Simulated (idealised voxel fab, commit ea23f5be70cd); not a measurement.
voxel self aligned vias: a process module
Section shown: cut. Width: 210 nm. Cell size: 5 nm, square.
Format of a cross-section: grid, square cells. Given as bands. Order: top down. Band: one or more rows of cells. Heights first: top, then bottom, in nm. Then materials, left to right, each with a width in nm. "everywhere" on a single material: fills the band edge to edge. "air": empty space. Convention: height 0 is the level below which the wafer, as received, is all one material. The lowest band does not terminate at the bottom but continues downward, represented as "0 -> down". Width: "30->40" (first number = top row, second number = bottom row, same change from row to row of cells). Basically "nothing got changed" means that step didn't change any cell in the cross-section. This entry, "Non-vented voids", enumerates those empty regions of no fewer than 8 cells that possess no open connection to the top. Each region is reported in the form width x height at distance, the distance being taken from the left edge, with all three quantities expressed in nm. Read whatever lies past the settings on a step's line as the simulator's own remark about the step. overlay nm, on a step with a mask: how far to the right of its planned place the mask lay; to the left if negative.
### Intended process steps
1. RECEIVE [material Si]
2. CONFORMAL_DEP [material SiO2] [thk nm 10]
3. CONFORMAL_DEP [material SiCN] [thk nm 5]
4. DIRECTIONAL_DEP [material SiO2] [thk nm 30]
5. MASKED_ETCH [tone open] [mask id LINES] [width nm 20] [pitch nm 60] [etch materials SiO2] [depth nm 30] [overlay nm 0]
6. CONFORMAL_DEP [material TiN] [thk nm 5]
7. FILL_DEP [material W] [thk nm 5]
8. CMP [height nm 45]
9. SELECTIVE_ETCH [etch materials W Ru TiN] [depth nm 5]
10. FILL_DEP [material SiN] [thk nm 10]
11. CMP [height nm 45]
12. DIRECTIONAL_DEP [material SiO2] [thk nm 15]
13. PATTERN [tone open] [mask id VIAS] [material resist] [width nm 30] [thk nm 20] [overlay nm 0]
14. DIRECTIONAL_ETCH [etch materials SiO2] [depth nm 15]
15. DIRECTIONAL_ETCH [etch materials SiN] [depth nm 5]
16. STRIP [etch materials resist]
17. CONFORMAL_DEP [material TiN] [thk nm 5]
18. FILL_DEP [material Ru] [thk nm 5]
19. CMP [height nm 60]
20. CONFORMAL_DEP [material SiN] [thk nm 5]
### as received, after step 1
    0 -> down  Si everywhere
    Non-vented voids: none
### Figure: cross-sectional view of the wafer upon completion of the module, processed from the initial state and according to the plan depicted above, with one error introduced during execution
    65 -> 60  SiN everywhere
    60 -> 45  Ru everywhere
    45 -> 40  65 nm SiO2 | 20 nm SiN | 40 nm SiO2 | 20 nm SiN | 65 nm SiO2
    40 -> 20  65 nm SiO2 | 5 nm TiN | 10 nm W | 5 nm TiN | 40 nm SiO2 | 5 nm TiN | 10 nm W | 5 nm TiN | 65 nm SiO2
    20 -> 15  65 nm SiO2 | 20 nm TiN | 40 nm SiO2 | 20 nm TiN | 65 nm SiO2
    15 -> 10  SiCN everywhere
    10 -> 0  SiO2 everywhere
    0 -> down  Si everywhere
    Non-vented voids: none
Error vs. plan: note that step 12 departed from the planned setting and was carried out as DIRECTIONAL_DEP [material Ru] [thk nm 15]
